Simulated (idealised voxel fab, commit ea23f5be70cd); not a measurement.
Process module heading - voxel self aligned vias
Cross-section cut spans 205 nm and uses square cells 5 nm in size.
Heads up, the way a cross-section reads in here is a grid of square cells, handed over as bands from the top down, with every band being one or more rows of cells. Band: top and bottom heights (nm) first, top before bottom; then materials from left to right, widths in nm. "everywhere" marks a sole material filling the band edge to edge. "air" denotes empty space. Heights are reckoned from 0. Under this level, the received wafer is all of one material. The bottommost band is open-ended downward, for example "0 nm and below". When a width is written as two numbers, as in "30 to 40", the first number is the width in the top row of cells of the band and the second is the width in its bottom row, and the width changes by the same amount from each row to the next. Basically "no alteration" means that step didn't change any cell in the cross-section. "Enclosed empty spaces": empty spaces of 8 cells or more with no open way to the top, each given as width x height at distance, distance from the left edge, all in nm. Step line, after settings: the simulator's comment on this step. Among the settings permitted on a step's line is "overlay nm"; applied to a step with a mask, it specifies the extent to which the mask lay to the right of its planned position, whereas a negative figure signifies a position to the left.

## Planned step list for the process
1: RECEIVE (material Si)
2: CONFORMAL_DEP (material SiO2; thk nm 10)
3: CONFORMAL_DEP (material SiCN; thk nm 5)
4: DIRECTIONAL_DEP (material lowk; thk nm 30)
5: MASKED_ETCH (tone open; mask id LINES; width nm 20; pitch nm 50; etch materials lowk; depth nm 30; overlay nm 0)
6: CONFORMAL_DEP (material TiN; thk nm 5)
7: FILL_DEP (material W; thk nm 10)
8: CMP (height nm 45)
9: SELECTIVE_ETCH (etch materials W Ru TiN; depth nm 5)
10: FILL_DEP (material SiN; thk nm 10)
11: CMP (height nm 45)
12: DIRECTIONAL_DEP (material lowk; thk nm 20)
13: MASKED_ETCH (tone open; mask id VIAS; width nm 30; pitch nm 50; etch materials lowk; depth nm 20; overlay nm 0)
14: MASKED_ETCH (tone open; mask id VIAS; width nm 30; pitch nm 50; etch materials SiN; depth nm 5; overlay nm 0)
15: CONFORMAL_DEP (material TiN; thk nm 5)
16: FILL_DEP (material Cu; thk nm 10)
17: CMP (height nm 65)
18: CONFORMAL_DEP (material SiN; thk nm 5)
The wafers in this document start out alike and differ in the thk nm applied at step 18; the plan shows the value used for the first wafer.

## Cross-section: the first of several wafers in its as-received state, i.e. following step 1
0 nm and below: Si everywhere
Enclosed empty spaces: none

## each wafer at the end: cells of each material gained (+) or lost (-) since it was received, then its closed voids
thk nm 5; +28 Cu; +41 SiCN; +41 SiN; +82 SiO2; +52 TiN; +16 W; +314 lowk; Enclosed empty spaces: none
thk nm 10; +28 Cu; +41 SiCN; +82 SiN; +82 SiO2; +52 TiN; +16 W; +314 lowk; Enclosed empty spaces: none
thk nm 15; +28 Cu; +41 SiCN; +123 SiN; +82 SiO2; +52 TiN; +16 W; +314 lowk; Enclosed empty spaces: none
thk nm 20; +28 Cu; +41 SiCN; +164 SiN; +82 SiO2; +52 TiN; +16 W; +314 lowk; Enclosed empty spaces: none
